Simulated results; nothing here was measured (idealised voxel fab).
The process module presented herein is designated voxel wiring stack.
Cross-section cut: width 165 nm, square cells of 5 nm.
A cross-section in this document is a grid of square cells, and it is written down as bands, the top band listed before the ones below it; a band is made up of one or more rows of cells. For a band, the entry starts with two heights in nm, that of the top and then that of the bottom, and carries on with the band's materials in order from left to right, each alongside its width in nm; the word "all across" beside a single material means it fills the band edge to edge, and "air" means empty space. All heights in this document are referenced to 0, defined as the level beneath which the wafer, as received, consists entirely of one material. The lowest band is not bounded below; it extends indefinitely downward and is written in the form "0 down". Graded width ("30 to 40"): value in top row of band = first number; value in bottom row = second number; row-to-row change constant. Key: "nothing altered" - step with no changed cell in the cross-section. For the entry "Closed cavities", the listed items are empty spaces with no open way to the top whose size is 8 cells or more; each item follows the pattern width x height at distance, where distance is from the left edge and all three are in nm. after a step's settings: what the simulator itself notes on the step. overlay nm: how far to the right of its planned place the mask lay on this masked step (negative: to the left). For the reader: what remains of this document is a series of pairs, each showing a cross-section before one process step and a cross-section after that step which reaches down only to the lowest band that changed, with the step between them and its settings set out under the pair. It should not be assumed that a pair continues from the pair above it; the pairs can come from different runs of this module on the same starting wafer, and such continuity exists only where the entry headed "State on entry" says so.
**State on entry**
0 down = Si all across
Closed cavities: none
**Resultant Cross-Section**
15 to 0 = SiO2 all across
Anything lower than 0 is untouched.
Closed cavities: none
Between the two cross-sections you see above, the step is CONFORMAL_DEP, material SiO2, thk nm 15
State on entry: check the pair just above; its after cross-section is our before state.
**Resultant Cross-Section**
20 to 15 = TiN all across
Anything lower than 15 is untouched.
Closed cavities: none
Between the two cross-sections you see above, the step is DIRECTIONAL_DEP, material TiN, thk nm 5
State on entry: check the pair just above; its after cross-section is our before state.
**Resultant Cross-Section**
35 to 20 = Ru all across
Anything lower than 20 is untouched.
Closed cavities: none
Between the two cross-sections you see above, the step is DIRECTIONAL_DEP, material Ru, thk nm 15
State on entry: check the pair just above; its after cross-section is our before state.
**Resultant Cross-Section**
35 to 20 = 45 air; 25 Ru; 25 air; 25 Ru; 45 air
Anything lower than 20 is untouched.
Closed cavities: none
Between the two cross-sections you see above, the step is MASKED_ETCH, tone cover, mask id METAL_1, width nm 25, pitch nm 50, etch materials Ru, depth nm 15, overlay nm 0
State on entry: check the pair just above; its after cross-section is our before state.
**Resultant Cross-Section**
35 to 20 = 45 air; 25 Ru; 25 air; 25 Ru; 45 air
20 to 15 = 45 air; 25 TiN; 25 air; 25 TiN; 45 air
Anything lower than 15 is untouched.
Closed cavities: none
Between the two cross-sections you see above, the step is MASKED_ETCH, tone cover, mask id METAL_1, width nm 25, pitch nm 50, etch materials TiN, depth nm 5, overlay nm 0
State on entry: check the pair just above; its after cross-section is our before state.
**Resultant Cross-Section**
40 to 35 = 40 air; 35 SiCN; 15 air; 35 SiCN; 40 air
35 to 20 = 40 air; 5 SiCN; 25 Ru; 5 SiCN; 15 air; 5 SiCN; 25 Ru; 5 SiCN; 40 air
20 to 15 = 45 SiCN; 25 TiN; 25 SiCN; 25 TiN; 45 SiCN
Anything lower than 15 is untouched.
Closed cavities: none
Between the two cross-sections you see above, the step is CONFORMAL_DEP, material SiCN, thk nm 5
State on entry: check the pair just above; its after cross-section is our before state.
**Resultant Cross-Section**
50 to 40 = SiO2 all across
40 to 35 = 40 SiO2; 35 SiCN; 15 SiO2; 35 SiCN; 40 SiO2
35 to 20 = 40 SiO2; 5 SiCN; 25 Ru; 5 SiCN; 15 SiO2; 5 SiCN; 25 Ru; 5 SiCN; 40 SiO2
Anything lower than 20 is untouched.
Closed cavities: none
Between the two cross-sections you see above, the step is FILL_DEP, material SiO2, thk nm 10
State on entry: check the pair just above; its after cross-section is our before state.
**Resultant Cross-Section**
35 to 20 = 40 SiO2; 5 SiCN; 25 Ru; 5 SiCN; 15 SiO2; 5 SiCN; 25 Ru; 5 SiCN; 40 SiO2
Anything lower than 20 is untouched.
Closed cavities: none
Between the two cross-sections you see above, the step is CMP, height nm 35
State on entry: check the pair just above; its after cross-section is our before state.
**Resultant Cross-Section**
40 to 35 = SiCN all across
Anything lower than 35 is untouched.
Closed cavities: none
Between the two cross-sections you see above, the step is CONFORMAL_DEP, material SiCN, thk nm 5
State on entry: check the pair just above; its after cross-section is our before state.
**Resultant Cross-Section**
70 to 40 = SiO2 all across
Anything lower than 40 is untouched.
Closed cavities: none
Between the two cross-sections you see above, the step is DIRECTIONAL_DEP, material SiO2, thk nm 30
State on entry: check the pair just above; its after cross-section is our before state.
**Resultant Cross-Section**
70 to 55 = 45 SiO2; 25 air; 25 SiO2; 25 air; 45 SiO2
Anything lower than 55 is untouched.
Closed cavities: none
Between the two cross-sections you see above, the step is MASKED_ETCH, tone open, mask id METAL_2, width nm 25, pitch nm 50, etch materials SiO2, depth nm 15, overlay nm 0
State on entry: check the pair just above; its after cross-section is our before state.
**Resultant Cross-Section**
70 to 55 = 45 SiO2; 25 air; 25 SiO2; 25 air; 45 SiO2
55 to 40 = 45 SiO2; 15 air; 105 SiO2
Anything lower than 40 is untouched.
Closed cavities: none
Between the two cross-sections you see above, the step is MASKED_ETCH, tone open, mask id METAL_2_HOLES, width nm 15, etch materials SiO2, depth nm 15, overlay nm 0
State on entry: check the pair just above; its after cross-section is our before state.
**Resultant Cross-Section**
70 to 55 = 45 SiO2; 25 air; 25 SiO2; 25 air; 45 SiO2
55 to 40 = 45 SiO2; 15 air; 105 SiO2
40 to 35 = 45 SiCN; 15 air; 105 SiCN
Anything lower than 35 is untouched.
Closed cavities: none
Between the two cross-sections you see above, the step is MASKED_ETCH, tone open, mask id METAL_2_HOLES, width nm 15, etch materials SiCN, depth nm 5, overlay nm 0
State on entry: check the pair just above; its after cross-section is our before state.
**Resultant Cross-Section**
75 to 70 = 50 TiN; 15 air; 35 TiN; 15 air; 50 TiN
70 to 60 = 45 SiO2; 5 TiN; 15 air; 5 TiN; 25 SiO2; 5 TiN; 15 air; 5 TiN; 45 SiO2
60 to 55 = 45 SiO2; 5 TiN; 5 air; 15 TiN; 25 SiO2; 25 TiN; 45 SiO2
55 to 40 = 45 SiO2; 5 TiN; 5 air; 5 TiN; 105 SiO2
40 to 35 = 45 SiCN; 15 TiN; 105 SiCN
Anything lower than 35 is untouched.
Closed cavities: none
Between the two cross-sections you see above, the step is CONFORMAL_DEP, material TiN, thk nm 5
State on entry: check the pair just above; its after cross-section is our before state.
**Resultant Cross-Section**
80 to 75 = Cu all across
75 to 70 = 50 TiN; 15 Cu; 35 TiN; 15 Cu; 50 TiN
70 to 60 = 45 SiO2; 5 TiN; 15 Cu; 5 TiN; 25 SiO2; 5 TiN; 15 Cu; 5 TiN; 45 SiO2
60 to 55 = 45 SiO2; 5 TiN; 5 Cu; 15 TiN; 25 SiO2; 25 TiN; 45 SiO2
55 to 40 = 45 SiO2; 5 TiN; 5 Cu; 5 TiN; 105 SiO2
Anything lower than 40 is untouched.
Closed cavities: none
Between the two cross-sections you see above, the step is FILL_DEP, material Cu, thk nm 5
State on entry: check the pair just above; its after cross-section is our before state.
**Resultant Cross-Section**
70 to 60 = 45 SiO2; 5 TiN; 15 Cu; 5 TiN; 25 SiO2; 5 TiN; 15 Cu; 5 TiN; 45 SiO2
Anything lower than 60 is untouched.
Closed cavities: none
Between the two cross-sections you see above, the step is CMP, height nm 70
State on entry: check the pair just above; its after cross-section is our before state.
**Resultant Cross-Section**
75 to 70 = SiCN all across
Anything lower than 70 is untouched.
Closed cavities: none
Between the two cross-sections you see above, the step is CONFORMAL_DEP, material SiCN, thk nm 5
**State on entry**
0 down = Si all across
Closed cavities: none
**Resultant Cross-Section**
5 to 0 = TiN all across
Anything lower than 0 is untouched.
Closed cavities: none
Between the two cross-sections you see above, the step is DIRECTIONAL_DEP, material TiN, thk nm 5
State on entry: check the pair just above; its after cross-section is our before state.
**Resultant Cross-Section**
20 to 5 = Ru all across
Anything lower than 5 is untouched.
Closed cavities: none
Between the two cross-sections you see above, the step is DIRECTIONAL_DEP, material Ru, thk nm 15
State on entry: check the pair just above; its after cross-section is our before state.
**Resultant Cross-Section**
20 to 5 = 45 air; 25 Ru; 25 air; 25 Ru; 45 air
Anything lower than 5 is untouched.
Closed cavities: none
Between the two cross-sections you see above, the step is MASKED_ETCH, tone cover, mask id METAL_1, width nm 25, pitch nm 50, etch materials Ru, depth nm 15, overlay nm 0
State on entry: check the pair just above; its after cross-section is our before state.
**Resultant Cross-Section**
20 to 5 = 45 air; 25 Ru; 25 air; 25 Ru; 45 air
5 to 0 = 45 air; 25 TiN; 25 air; 25 TiN; 45 air
Anything lower than 0 is untouched.
Closed cavities: none
Between the two cross-sections you see above, the step is MASKED_ETCH, tone cover, mask id METAL_1, width nm 25, pitch nm 50, etch materials TiN, depth nm 5, overlay nm 0
State on entry: check the pair just above; its after cross-section is our before state.
**Resultant Cross-Section**
25 to 20 = 40 air; 35 SiCN; 15 air; 35 SiCN; 40 air
20 to 5 = 40 air; 5 SiCN; 25 Ru; 5 SiCN; 15 air; 5 SiCN; 25 Ru; 5 SiCN; 40 air
5 to 0 = 45 SiCN; 25 TiN; 25 SiCN; 25 TiN; 45 SiCN
Anything lower than 0 is untouched.
Closed cavities: none
Between the two cross-sections you see above, the step is CONFORMAL_DEP, material SiCN, thk nm 5
State on entry: check the pair just above; its after cross-section is our before state.
**Resultant Cross-Section**
35 to 25 = SiO2 all across
25 to 20 = 40 SiO2; 35 SiCN; 15 SiO2; 35 SiCN; 40 SiO2
20 to 5 = 40 SiO2; 5 SiCN; 25 Ru; 5 SiCN; 15 SiO2; 5 SiCN; 25 Ru; 5 SiCN; 40 SiO2
Anything lower than 5 is untouched.
Closed cavities: none
Between the two cross-sections you see above, the step is FILL_DEP, material SiO2, thk nm 10
State on entry: check the pair just above; its after cross-section is our before state.
**Resultant Cross-Section**
40 to 35 = SiCN all across
Anything lower than 35 is untouched.
Closed cavities: none
Between the two cross-sections you see above, the step is CONFORMAL_DEP, material SiCN, thk nm 5
State on entry: check the pair just above; its after cross-section is our before state.
**Resultant Cross-Section**
70 to 40 = SiO2 all across
Anything lower than 40 is untouched.
Closed cavities: none
Between the two cross-sections you see above, the step is DIRECTIONAL_DEP, material SiO2, thk nm 30
State on entry: check the pair just above; its after cross-section is our before state.
**Resultant Cross-Section**
70 to 55 = 45 SiO2; 25 air; 25 SiO2; 25 air; 45 SiO2
Anything lower than 55 is untouched.
Closed cavities: none
Between the two cross-sections you see above, the step is MASKED_ETCH, tone open, mask id METAL_2, width nm 25, pitch nm 50, etch materials SiO2, depth nm 15, overlay nm 0
State on entry: check the pair just above; its after cross-section is our before state.
**Resultant Cross-Section**
70 to 55 = 45 SiO2; 25 air; 25 SiO2; 25 air; 45 SiO2
55 to 40 = 45 SiO2; 15 air; 105 SiO2
Anything lower than 40 is untouched.
Closed cavities: none
Between the two cross-sections you see above, the step is MASKED_ETCH, tone open, mask id METAL_2_HOLES, width nm 15, etch materials SiO2, depth nm 15, overlay nm 0
State on entry: check the pair just above; its after cross-section is our before state.
**Resultant Cross-Section**
70 to 55 = 45 SiO2; 25 air; 25 SiO2; 25 air; 45 SiO2
55 to 40 = 45 SiO2; 15 air; 105 SiO2
40 to 35 = 45 SiCN; 15 air; 105 SiCN
Anything lower than 35 is untouched.
Closed cavities: none
Between the two cross-sections you see above, the step is MASKED_ETCH, tone open, mask id METAL_2_HOLES, width nm 15, etch materials SiCN, depth nm 5, overlay nm 0
State on entry: check the pair just above; its after cross-section is our before state.
**Resultant Cross-Section**
75 to 70 = 50 TiN; 15 air; 35 TiN; 15 air; 50 TiN
70 to 60 = 45 SiO2; 5 TiN; 15 air; 5 TiN; 25 SiO2; 5 TiN; 15 air; 5 TiN; 45 SiO2
60 to 55 = 45 SiO2; 5 TiN; 5 air; 15 TiN; 25 SiO2; 25 TiN; 45 SiO2
55 to 40 = 45 SiO2; 5 TiN; 5 air; 5 TiN; 105 SiO2
40 to 35 = 45 SiCN; 15 TiN; 105 SiCN
Anything lower than 35 is untouched.
Closed cavities: none
Between the two cross-sections you see above, the step is CONFORMAL_DEP, material TiN, thk nm 5
State on entry: check the pair just above; its after cross-section is our before state.
**Resultant Cross-Section**
80 to 75 = Cu all across
75 to 70 = 50 TiN; 15 Cu; 35 TiN; 15 Cu; 50 TiN
70 to 60 = 45 SiO2; 5 TiN; 15 Cu; 5 TiN; 25 SiO2; 5 TiN; 15 Cu; 5 TiN; 45 SiO2
60 to 55 = 45 SiO2; 5 TiN; 5 Cu; 15 TiN; 25 SiO2; 25 TiN; 45 SiO2
55 to 40 = 45 SiO2; 5 TiN; 5 Cu; 5 TiN; 105 SiO2
Anything lower than 40 is untouched.
Closed cavities: none
Between the two cross-sections you see above, the step is FILL_DEP, material Cu, thk nm 5
State on entry: check the pair just above; its after cross-section is our before state.
**Resultant Cross-Section**
70 to 60 = 45 SiO2; 5 TiN; 15 Cu; 5 TiN; 25 SiO2; 5 TiN; 15 Cu; 5 TiN; 45 SiO2
Anything lower than 60 is untouched.
Closed cavities: none
Between the two cross-sections you see above, the step is CMP, height nm 70
State on entry: check the pair just above; its after cross-section is our before state.
**Resultant Cross-Section**
75 to 70 = SiCN all across
Anything lower than 70 is untouched.
Closed cavities: none
Between the two cross-sections you see above, the step is CONFORMAL_DEP, material SiCN, thk nm 5
**State on entry**
15 to 0 = SiO2 all across
0 down = Si all across
Closed cavities: none
**Resultant Cross-Section**
30 to 0 = SiO2 all across
Anything lower than 0 is untouched.
Closed cavities: none
Between the two cross-sections you see above, the step is CONFORMAL_DEP, material SiO2, thk nm 15
State on entry: check the pair just above; its after cross-section is our before state.
**Resultant Cross-Section**
35 to 30 = TiN all across
Anything lower than 30 is untouched.
Closed cavities: none
Between the two cross-sections you see above, the step is DIRECTIONAL_DEP, material TiN, thk nm 5
State on entry: check the pair just above; its after cross-section is our before state.
**Resultant Cross-Section**
50 to 35 = Ru all across
Anything lower than 35 is untouched.
Closed cavities: none
Between the two cross-sections you see above, the step is DIRECTIONAL_DEP, material Ru, thk nm 15
State on entry: check the pair just above; its after cross-section is our before state.
**Resultant Cross-Section**
50 to 35 = 45 air; 25 Ru; 25 air; 25 Ru; 45 air
Anything lower than 35 is untouched.
Closed cavities: none
Between the two cross-sections you see above, the step is MASKED_ETCH, tone cover, mask id METAL_1, width nm 25, pitch nm 50, etch materials Ru, depth nm 15, overlay nm 0
State on entry: check the pair just above; its after cross-section is our before state.
**Resultant Cross-Section**
50 to 35 = 45 air; 25 Ru; 25 air; 25 Ru; 45 air
35 to 30 = 45 air; 25 TiN; 25 air; 25 TiN; 45 air
Anything lower than 30 is untouched.
Closed cavities: none
Between the two cross-sections you see above, the step is MASKED_ETCH, tone cover, mask id METAL_1, width nm 25, pitch nm 50, etch materials TiN, depth nm 5, overlay nm 0
State on entry: check the pair just above; its after cross-section is our before state.
**Resultant Cross-Section**
55 to 50 = 40 air; 35 SiCN; 15 air; 35 SiCN; 40 air
50 to 35 = 40 air; 5 SiCN; 25 Ru; 5 SiCN; 15 air; 5 SiCN; 25 Ru; 5 SiCN; 40 air
35 to 30 = 45 SiCN; 25 TiN; 25 SiCN; 25 TiN; 45 SiCN
Anything lower than 30 is untouched.
Closed cavities: none
Between the two cross-sections you see above, the step is CONFORMAL_DEP, material SiCN, thk nm 5
State on entry: check the pair just above; its after cross-section is our before state.
**Resultant Cross-Section**
65 to 55 = SiO2 all across
55 to 50 = 40 SiO2; 35 SiCN; 15 SiO2; 35 SiCN; 40 SiO2
50 to 35 = 40 SiO2; 5 SiCN; 25 Ru; 5 SiCN; 15 SiO2; 5 SiCN; 25 Ru; 5 SiCN; 40 SiO2
Anything lower than 35 is untouched.
Closed cavities: none
Between the two cross-sections you see above, the step is FILL_DEP, material SiO2, thk nm 10
State on entry: check the pair just above; its after cross-section is our before state.
**Resultant Cross-Section**
35 to 30 = 45 SiCN; 25 TiN; 25 SiCN; 25 TiN; 45 SiCN
Anything lower than 30 is untouched.
Closed cavities: none
Between the two cross-sections you see above, the step is CMP, height nm 35
State on entry: check the pair just above; its after cross-section is our before state.
**Resultant Cross-Section**
40 to 35 = SiCN all across
Anything lower than 35 is untouched.
Closed cavities: none
Between the two cross-sections you see above, the step is CONFORMAL_DEP, material SiCN, thk nm 5
State on entry: check the pair just above; its after cross-section is our before state.
**Resultant Cross-Section**
70 to 40 = SiO2 all across
Anything lower than 40 is untouched.
Closed cavities: none
Between the two cross-sections you see above, the step is DIRECTIONAL_DEP, material SiO2, thk nm 30
State on entry: check the pair just above; its after cross-section is our before state.
**Resultant Cross-Section**
70 to 55 = 45 SiO2; 25 air; 25 SiO2; 25 air; 45 SiO2
Anything lower than 55 is untouched.
Closed cavities: none
Between the two cross-sections you see above, the step is MASKED_ETCH, tone open, mask id METAL_2, width nm 25, pitch nm 50, etch materials SiO2, depth nm 15, overlay nm 0
State on entry: check the pair just above; its after cross-section is our before state.
**Resultant Cross-Section**
70 to 55 = 45 SiO2; 25 air; 25 SiO2; 25 air; 45 SiO2
55 to 40 = 45 SiO2; 15 air; 105 SiO2
Anything lower than 40 is untouched.
Closed cavities: none
Between the two cross-sections you see above, the step is MASKED_ETCH, tone open, mask id METAL_2_HOLES, width nm 15, etch materials SiO2, depth nm 15, overlay nm 0
State on entry: check the pair just above; its after cross-section is our before state.
**Resultant Cross-Section**
70 to 55 = 45 SiO2; 25 air; 25 SiO2; 25 air; 45 SiO2
55 to 40 = 45 SiO2; 15 air; 105 SiO2
40 to 35 = 45 SiCN; 15 air; 105 SiCN
Anything lower than 35 is untouched.
Closed cavities: none
Between the two cross-sections you see above, the step is MASKED_ETCH, tone open, mask id METAL_2_HOLES, width nm 15, etch materials SiCN, depth nm 5, overlay nm 0
State on entry: check the pair just above; its after cross-section is our before state.
**Resultant Cross-Section**
75 to 70 = 50 TiN; 15 air; 35 TiN; 15 air; 50 TiN
70 to 60 = 45 SiO2; 5 TiN; 15 air; 5 TiN; 25 SiO2; 5 TiN; 15 air; 5 TiN; 45 SiO2
60 to 55 = 45 SiO2; 5 TiN; 5 air; 15 TiN; 25 SiO2; 25 TiN; 45 SiO2
55 to 40 = 45 SiO2; 5 TiN; 5 air; 5 TiN; 105 SiO2
40 to 35 = 45 SiCN; 15 TiN; 105 SiCN
Anything lower than 35 is untouched.
Closed cavities: none
Between the two cross-sections you see above, the step is CONFORMAL_DEP, material TiN, thk nm 5
State on entry: check the pair just above; its after cross-section is our before state.
**Resultant Cross-Section**
80 to 75 = Cu all across
75 to 70 = 50 TiN; 15 Cu; 35 TiN; 15 Cu; 50 TiN
70 to 60 = 45 SiO2; 5 TiN; 15 Cu; 5 TiN; 25 SiO2; 5 TiN; 15 Cu; 5 TiN; 45 SiO2
60 to 55 = 45 SiO2; 5 TiN; 5 Cu; 15 TiN; 25 SiO2; 25 TiN; 45 SiO2
55 to 40 = 45 SiO2; 5 TiN; 5 Cu; 5 TiN; 105 SiO2
Anything lower than 40 is untouched.
Closed cavities: none
Between the two cross-sections you see above, the step is FILL_DEP, material Cu, thk nm 5
State on entry: check the pair just above; its after cross-section is our before state.
**Resultant Cross-Section**
70 to 60 = 45 SiO2; 5 TiN; 15 Cu; 5 TiN; 25 SiO2; 5 TiN; 15 Cu; 5 TiN; 45 SiO2
Anything lower than 60 is untouched.
Closed cavities: none
Between the two cross-sections you see above, the step is CMP, height nm 70
State on entry: check the pair just above; its after cross-section is our before state.
**Resultant Cross-Section**
75 to 70 = SiCN all across
Anything lower than 70 is untouched.
Closed cavities: none
Between the two cross-sections you see above, the step is CONFORMAL_DEP, material SiCN, thk nm 5
**State on entry**
5 to 0 = TiN all across
0 down = Si all across
Closed cavities: none
**Resultant Cross-Section**
20 to 5 = SiO2 all across
Anything lower than 5 is untouched.
Closed cavities: none
Between the two cross-sections you see above, the step is CONFORMAL_DEP, material SiO2, thk nm 15
State on entry: check the pair just above; its after cross-section is our before state.
**Resultant Cross-Section**
35 to 20 = Ru all across
Anything lower than 20 is untouched.
Closed cavities: none
Between the two cross-sections you see above, the step is DIRECTIONAL_DEP, material Ru, thk nm 15
State on entry: check the pair just above; its after cross-section is our before state.
**Resultant Cross-Section**
35 to 20 = 45 air; 25 Ru; 25 air; 25 Ru; 45 air
Anything lower than 20 is untouched.
Closed cavities: none
Between the two cross-sections you see above, the step is MASKED_ETCH, tone cover, mask id METAL_1, width nm 25, pitch nm 50, etch materials Ru, depth nm 15, overlay nm 0
State on entry: check the pair just above; its after cross-section is our before state.
**Resultant Cross-Section**
40 to 35 = 40 air; 35 SiCN; 15 air; 35 SiCN; 40 air
35 to 25 = 40 air; 5 SiCN; 25 Ru; 5 SiCN; 15 air; 5 SiCN; 25 Ru; 5 SiCN; 40 air
25 to 20 = 45 SiCN; 25 Ru; 25 SiCN; 25 Ru; 45 SiCN
Anything lower than 20 is untouched.
Closed cavities: none
Between the two cross-sections you see above, the step is CONFORMAL_DEP, material SiCN, thk nm 5
State on entry: check the pair just above; its after cross-section is our before state.
**Resultant Cross-Section**
50 to 40 = SiO2 all across
40 to 35 = 40 SiO2; 35 SiCN; 15 SiO2; 35 SiCN; 40 SiO2
35 to 25 = 40 SiO2; 5 SiCN; 25 Ru; 5 SiCN; 15 SiO2; 5 SiCN; 25 Ru; 5 SiCN; 40 SiO2
Anything lower than 25 is untouched.
Closed cavities: none
Between the two cross-sections you see above, the step is FILL_DEP, material SiO2, thk nm 10
State on entry: check the pair just above; its after cross-section is our before state.
**Resultant Cross-Section**
35 to 25 = 40 SiO2; 5 SiCN; 25 Ru; 5 SiCN; 15 SiO2; 5 SiCN; 25 Ru; 5 SiCN; 40 SiO2
Anything lower than 25 is untouched.
Closed cavities: none
Between the two cross-sections you see above, the step is CMP, height nm 35
State on entry: check the pair just above; its after cross-section is our before state.
**Resultant Cross-Section**
40 to 35 = SiCN all across
Anything lower than 35 is untouched.
Closed cavities: none
Between the two cross-sections you see above, the step is CONFORMAL_DEP, material SiCN, thk nm 5
State on entry: check the pair just above; its after cross-section is our before state.
**Resultant Cross-Section**
70 to 40 = SiO2 all across
Anything lower than 40 is untouched.
Closed cavities: none
Between the two cross-sections you see above, the step is DIRECTIONAL_DEP, material SiO2, thk nm 30
State on entry: check the pair just above; its after cross-section is our before state.
**Resultant Cross-Section**
70 to 55 = 45 SiO2; 25 air; 25 SiO2; 25 air; 45 SiO2
Anything lower than 55 is untouched.
Closed cavities: none
Between the two cross-sections you see above, the step is MASKED_ETCH, tone open, mask id METAL_2, width nm 25, pitch nm 50, etch materials SiO2, depth nm 15, overlay nm 0
State on entry: check the pair just above; its after cross-section is our before state.
**Resultant Cross-Section**
70 to 55 = 45 SiO2; 25 air; 25 SiO2; 25 air; 45 SiO2
55 to 40 = 45 SiO2; 15 air; 105 SiO2
Anything lower than 40 is untouched.
Closed cavities: none
Between the two cross-sections you see above, the step is MASKED_ETCH, tone open, mask id METAL_2_HOLES, width nm 15, etch materials SiO2, depth nm 15, overlay nm 0
State on entry: check the pair just above; its after cross-section is our before state.
**Resultant Cross-Section**
70 to 55 = 45 SiO2; 25 air; 25 SiO2; 25 air; 45 SiO2
55 to 40 = 45 SiO2; 15 air; 105 SiO2
40 to 35 = 45 SiCN; 15 air; 105 SiCN
Anything lower than 35 is untouched.
Closed cavities: none
Between the two cross-sections you see above, the step is MASKED_ETCH, tone open, mask id METAL_2_HOLES, width nm 15, etch materials SiCN, depth nm 5, overlay nm 0
State on entry: check the pair just above; its after cross-section is our before state.
**Resultant Cross-Section**
75 to 70 = 50 TiN; 15 air; 35 TiN; 15 air; 50 TiN
70 to 60 = 45 SiO2; 5 TiN; 15 air; 5 TiN; 25 SiO2; 5 TiN; 15 air; 5 TiN; 45 SiO2
60 to 55 = 45 SiO2; 5 TiN; 5 air; 15 TiN; 25 SiO2; 25 TiN; 45 SiO2
55 to 40 = 45 SiO2; 5 TiN; 5 air; 5 TiN; 105 SiO2
40 to 35 = 45 SiCN; 15 TiN; 105 SiCN
Anything lower than 35 is untouched.
Closed cavities: none
Between the two cross-sections you see above, the step is CONFORMAL_DEP, material TiN, thk nm 5
State on entry: check the pair just above; its after cross-section is our before state.
**Resultant Cross-Section**
80 to 75 = Cu all across
75 to 70 = 50 TiN; 15 Cu; 35 TiN; 15 Cu; 50 TiN
70 to 60 = 45 SiO2; 5 TiN; 15 Cu; 5 TiN; 25 SiO2; 5 TiN; 15 Cu; 5 TiN; 45 SiO2
60 to 55 = 45 SiO2; 5 TiN; 5 Cu; 15 TiN; 25 SiO2; 25 TiN; 45 SiO2
55 to 40 = 45 SiO2; 5 TiN; 5 Cu; 5 TiN; 105 SiO2
Anything lower than 40 is untouched.
Closed cavities: none
Between the two cross-sections you see above, the step is FILL_DEP, material Cu, thk nm 5
State on entry: check the pair just above; its after cross-section is our before state.
**Resultant Cross-Section**
70 to 60 = 45 SiO2; 5 TiN; 15 Cu; 5 TiN; 25 SiO2; 5 TiN; 15 Cu; 5 TiN; 45 SiO2
Anything lower than 60 is untouched.
Closed cavities: none
Between the two cross-sections you see above, the step is CMP, height nm 70
State on entry: check the pair just above; its after cross-section is our before state.
**Resultant Cross-Section**
75 to 70 = SiCN all across
Anything lower than 70 is untouched.
Closed cavities: none
Between the two cross-sections you see above, the step is CONFORMAL_DEP, material SiCN, thk nm 5
**State on entry**
80 to 75 = Cu all across
75 to 70 = 50 TiN; 15 Cu; 35 TiN; 15 Cu; 50 TiN
70 to 60 = 45 SiO2; 5 TiN; 15 Cu; 5 TiN; 25 SiO2; 5 TiN; 15 Cu; 5 TiN; 45 SiO2
60 to 55 = 45 SiO2; 5 TiN; 5 Cu; 15 TiN; 25 SiO2; 25 TiN; 45 SiO2
55 to 40 = 45 SiO2; 5 TiN; 5 Cu; 5 TiN; 105 SiO2
40 to 35 = 45 SiCN; 15 TiN; 105 SiCN
35 to 20 = 40 SiO2; 5 SiCN; 25 Ru; 5 SiCN; 15 SiO2; 5 SiCN; 25 Ru; 5 SiCN; 40 SiO2
20 to 15 = 45 SiCN; 25 TiN; 25 SiCN; 25 TiN; 45 SiCN
15 to 0 = SiO2 all across
0 down = Si all across
Closed cavities: none
**Resultant Cross-Section**
65 to 60 = 45 SiO2; 5 TiN; 15 Cu; 5 TiN; 25 SiO2; 5 TiN; 15 Cu; 5 TiN; 45 SiO2
Anything lower than 60 is untouched.
Closed cavities: none
Between the two cross-sections you see above, the step is CMP, height nm 65
State on entry: check the pair just above; its after cross-section is our before state.
**Resultant Cross-Section**
70 to 65 = SiCN all across
Anything lower than 65 is untouched.
Closed cavities: none
Between the two cross-sections you see above, the step is CONFORMAL_DEP, material SiCN, thk nm 5
**State on entry**
70 to 40 = SiO2 all across
40 to 35 = SiCN all across
35 to 20 = 40 SiO2; 5 SiCN; 25 Ru; 5 SiCN; 15 SiO2; 5 SiCN; 25 Ru; 5 SiCN; 40 SiO2
20 to 15 = 45 SiCN; 25 TiN; 25 SiCN; 25 TiN; 45 SiCN
15 to 0 = SiO2 all across
0 down = Si all across
Closed cavities: none
**Resultant Cross-Section**
70 to 55 = 50 SiO2; 20 air; 30 SiO2; 20 air; 45 SiO2
Anything lower than 55 is untouched.
Closed cavities: none
Between the two cross-sections you see above, the step is MASKED_ETCH, tone open, mask id METAL_2, width nm 20, pitch nm 50, etch materials SiO2, depth nm 15, overlay nm 0
State on entry: check the pair just above; its after cross-section is our before state.
**Resultant Cross-Section**
70 to 55 = 45 SiO2; 25 air; 30 SiO2; 20 air; 45 SiO2
55 to 40 = 50 SiO2; 10 air; 105 SiO2
Anything lower than 40 is untouched.
Closed cavities: none
Between the two cross-sections you see above, the step is MASKED_ETCH, tone open, mask id METAL_2_HOLES, width nm 15, etch materials SiO2, depth nm 15, overlay nm 0
State on entry: check the pair just above; its after cross-section is our before state.
**Resultant Cross-Section**
70 to 55 = 45 SiO2; 25 air; 30 SiO2; 20 air; 45 SiO2
55 to 40 = 50 SiO2; 10 air; 105 SiO2
40 to 35 = 50 SiCN; 10 air; 105 SiCN
Anything lower than 35 is untouched.
Closed cavities: none
Between the two cross-sections you see above, the step is MASKED_ETCH, tone open, mask id METAL_2_HOLES, width nm 15, etch materials SiCN, depth nm 5, overlay nm 0
State on entry: check the pair just above; its after cross-section is our before state.
**Resultant Cross-Section**
75 to 70 = 50 TiN; 15 air; 40 TiN; 10 air; 50 TiN
70 to 60 = 45 SiO2; 5 TiN; 15 air; 5 TiN; 30 SiO2; 5 TiN; 10 air; 5 TiN; 45 SiO2
60 to 55 = 45 SiO2; 25 TiN; 30 SiO2; 20 TiN; 45 SiO2
55 to 40 = 50 SiO2; 10 TiN; 105 SiO2
40 to 35 = 50 SiCN; 10 TiN; 105 SiCN
Anything lower than 35 is untouched.
Closed cavities: none
Between the two cross-sections you see above, the step is CONFORMAL_DEP, material TiN, thk nm 5
State on entry: check the pair just above; its after cross-section is our before state.
**Resultant Cross-Section**
80 to 75 = Cu all across
75 to 70 = 50 TiN; 15 Cu; 40 TiN; 10 Cu; 50 TiN
70 to 60 = 45 SiO2; 5 TiN; 15 Cu; 5 TiN; 30 SiO2; 5 TiN; 10 Cu; 5 TiN; 45 SiO2
Anything lower than 60 is untouched.
Closed cavities: none
Between the two cross-sections you see above, the step is FILL_DEP, material Cu, thk nm 5
State on entry: check the pair just above; its after cross-section is our before state.
**Resultant Cross-Section**
70 to 60 = 45 SiO2; 5 TiN; 15 Cu; 5 TiN; 30 SiO2; 5 TiN; 10 Cu; 5 TiN; 45 SiO2
Anything lower than 60 is untouched.
Closed cavities: none
Between the two cross-sections you see above, the step is CMP, height nm 70
State on entry: check the pair just above; its after cross-section is our before state.
**Resultant Cross-Section**
75 to 70 = SiCN all across
Anything lower than 70 is untouched.
Closed cavities: none
Between the two cross-sections you see above, the step is CONFORMAL_DEP, material SiCN, thk nm 5
**State on entry**
35 to 20 = 45 air; 25 Ru; 25 air; 25 Ru; 45 air
20 to 15 = TiN all across
15 to 0 = SiO2 all across
0 down = Si all across
Closed cavities: none
**Resultant Cross-Section**
35 to 20 = 45 air; 25 Ru; 25 air; 25 Ru; 45 air
20 to 15 = 40 air; 30 TiN; 20 air; 30 TiN; 45 air
Anything lower than 15 is untouched.
Closed cavities: none
Between the two cross-sections you see above, the step is MASKED_ETCH, tone cover, mask id METAL_1, width nm 25, pitch nm 50, etch materials TiN, depth nm 5, overlay nm -5
